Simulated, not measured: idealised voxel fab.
process module | voxel capacitor over wiring
cross-section cut | 300 nm wide | cells 5 nm
A cross-section is a grid of square cells, given in bands from the top down. A band is one or more rows of cells.
Each band's line starts with the height of the band's top and of its bottom, in nm. Then come its materials from left to right, each with its width in nm. One material with "throughout" fills the band from edge to edge. "air" is empty space.
Height 0 is the level under which the wafer as received is all one material. The lowest band goes on downwards, as in "0 down".
A width such as "30 to 40" changes by the same amount from each row of cells to the next, from the band's top row to its bottom row.
"no change" after a step means that no cell of the cross-section changed.
closed voids: empty space of 8 cells or more with no open way to the top, each as width x height at its distance from the left edge, in nm
after a step's settings: what the simulator itself notes on the step
overlay nm, on a step with a mask: how far to the right of its planned place the mask lay; to the left if negative
plan
1 op RECEIVE | material Si
2 op CONFORMAL_DEP | material SiO2 | thk nm 10
3 op DIRECTIONAL_DEP | material TiN | thk nm 5
4 op DIRECTIONAL_DEP | material W | thk nm 20
5 op DIRECTIONAL_DEP | material aC | thk nm 15
6 op PATTERN | tone cover | mask id METAL_1 | material resist | width nm 30 | pitch nm 95 | thk nm 35 | overlay nm 0
7 op DIRECTIONAL_ETCH | etch materials aC | depth nm 15
8 op STRIP | etch materials resist
9 op DIRECTIONAL_ETCH | etch materials W | depth nm 20
10 op DIRECTIONAL_ETCH | etch materials TiN | depth nm 5
11 op STRIP | etch materials aC
12 op FILL_DEP | material SiO2 | thk nm 5
13 op CMP | height nm 35
14 op CONFORMAL_DEP | material SiCN | thk nm 5
15 op DIRECTIONAL_DEP | material lowk | thk nm 20
16 op PATTERN | tone open | mask id PLUG_1 | material resist | width nm 15 | thk nm 20 | overlay nm 0
17 op DIRECTIONAL_ETCH | etch materials lowk | depth nm 20
18 op DIRECTIONAL_ETCH | etch materials SiCN | depth nm 5
19 op STRIP | etch materials resist
20 op CONFORMAL_DEP | material TiN | thk nm 5
21 op FILL_DEP | material Cu | thk nm 5
22 op CMP | height nm 60
23 op DIRECTIONAL_DEP | material TiN | thk nm 10
24 op DIRECTIONAL_DEP | material HfO2 | thk nm 5
25 op DIRECTIONAL_DEP | material TiN | thk nm 5
26 op PATTERN | tone cover | mask id UPPER_PLATE | material resist | width nm 70 | thk nm 20 | overlay nm 0
27 op DIRECTIONAL_ETCH | etch materials TiN | depth nm 5
28 op DIRECTIONAL_ETCH | etch materials HfO2 | depth nm 5
29 op STRIP | etch materials resist
30 op DIRECTIONAL_DEP | material aC | thk nm 15
31 op PATTERN | tone cover | mask id LOWER_PLATE | material resist | width nm 80 | thk nm 30 | overlay nm 0
32 op DIRECTIONAL_ETCH | etch materials aC | depth nm 15
33 op STRIP | etch materials resist
34 op DIRECTIONAL_ETCH | etch materials TiN | depth nm 10
35 op STRIP | etch materials aC
36 op FILL_DEP | material SiO2 | thk nm 15
37 op CMP | height nm 90
38 op MASKED_ETCH | tone open | mask id PLUG_2 | width nm 15 | etch materials SiO2 | depth nm 10 | overlay nm 0
39 op CONFORMAL_DEP | material TiN | thk nm 5
40 op FILL_DEP | material Ru | thk nm 10
41 op CMP | height nm 90
42 op CONFORMAL_DEP | material SiN | thk nm 5
as received, after step 1
  0 down: Si throughout
  closed voids: none
a wafer at the end: this start, this plan, one mistake
  95 to 90: SiN throughout
  90 to 85: SiO2 110 | TiN 5 | Ru 5 | TiN 5 | SiO2 175
  85 to 80: SiO2 110 | TiN 15 | SiO2 175
  80 to 75: SiO2 95 | TiN 5 | SiO2 70 | TiN 5 | SiO2 125
  75 to 70: HfO2 100 | SiO2 70 | HfO2 130
  70 to 60: TiN throughout
  60 to 40: lowk 100 | TiN 5 | Cu 5 | TiN 5 | lowk 185
  40 to 35: SiCN 100 | TiN 15 | SiCN 185
  35 to 15: SiO2 85 | W 30 | SiO2 65 | W 30 | SiO2 90
  15 to 10: SiO2 85 | TiN 30 | SiO2 65 | TiN 30 | SiO2 90
  10 to 0: SiO2 throughout
  0 down: Si throughout
  closed voids: none
what went wrong: step 26 ran as: op PATTERN | tone open | mask id UPPER_PLATE | material resist | width nm 70 | thk nm 20 | overlay nm 0
